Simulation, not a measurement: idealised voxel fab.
process module | voxel trench capacitor
cross-section cut | 185 nm wide | cells 5 nm
A cross-section is a grid of square cells, given in bands from the top down. A band is one or more rows of cells.
Each band's line starts with the height of the band's top and of its bottom, in nm. Then come its materials from left to right, each with its width in nm. One material with "throughout" fills the band from edge to edge. "air" is empty space.
Height 0 is the level under which the wafer as received is all one material. The lowest band goes on downwards, as in "0 down".
A width such as "30 to 40" changes by the same amount from each row of cells to the next, from the band's top row to its bottom row.
"no change" after a step means that no cell of the cross-section changed.
closed voids: empty space of 8 cells or more with no open way to the top, each as width x height at its distance from the left edge, in nm
after a step's settings: what the simulator itself notes on the step
overlay nm, on a step with a mask: how far to the right of its planned place the mask lay; to the left if negative
plan
1 op RECEIVE | material Si
2 op CONFORMAL_DEP | material SiN | thk nm 10
3 op DIRECTIONAL_DEP | material aC | thk nm 15
4 op PATTERN | tone open | mask id TRENCH | material resist | width nm 25 | pitch nm 50 | thk nm 30 | overlay nm 0
5 op DIRECTIONAL_ETCH | etch materials aC | depth nm 15
6 op STRIP | etch materials resist
7 op DIRECTIONAL_ETCH | etch materials SiN | depth nm 10
8 op DIRECTIONAL_ETCH | etch materials Si | depth nm 35
9 op STRIP | etch materials aC
10 op CONFORMAL_DEP | material Al2O3 | thk nm 5
11 op CONFORMAL_DEP | material TiN | thk nm 5
12 op FILL_DEP | material W | thk nm 10
13 op CMP | height nm 10
as received, after step 1
  0 down: Si throughout
  closed voids: none
a wafer at the end: this start, this plan, one mistake
  10 to 5: Al2O3 60 | TiN 5 | W 5 | TiN 5 | Al2O3 35 | TiN 5 | W 5 | TiN 5 | Al2O3 60
  5 to 0: SiN 55 | Al2O3 5 | TiN 5 | W 5 | TiN 5 | Al2O3 5 | SiN 25 | Al2O3 5 | TiN 5 | W 5 | TiN 5 | Al2O3 5 | SiN 55
  0 to -25: Si 55 | Al2O3 5 | TiN 5 | W 5 | TiN 5 | Al2O3 5 | Si 25 | Al2O3 5 | TiN 5 | W 5 | TiN 5 | Al2O3 5 | Si 55
  -25 to -30: Si 55 | Al2O3 5 | TiN 15 | Al2O3 5 | Si 25 | Al2O3 5 | TiN 15 | Al2O3 5 | Si 55
  -30 to -35: Si 55 | Al2O3 25 | Si 25 | Al2O3 25 | Si 55
  -35 down: Si throughout
  closed voids: none
what went wrong: step 2 ran as: op CONFORMAL_DEP | material SiN | thk nm 5
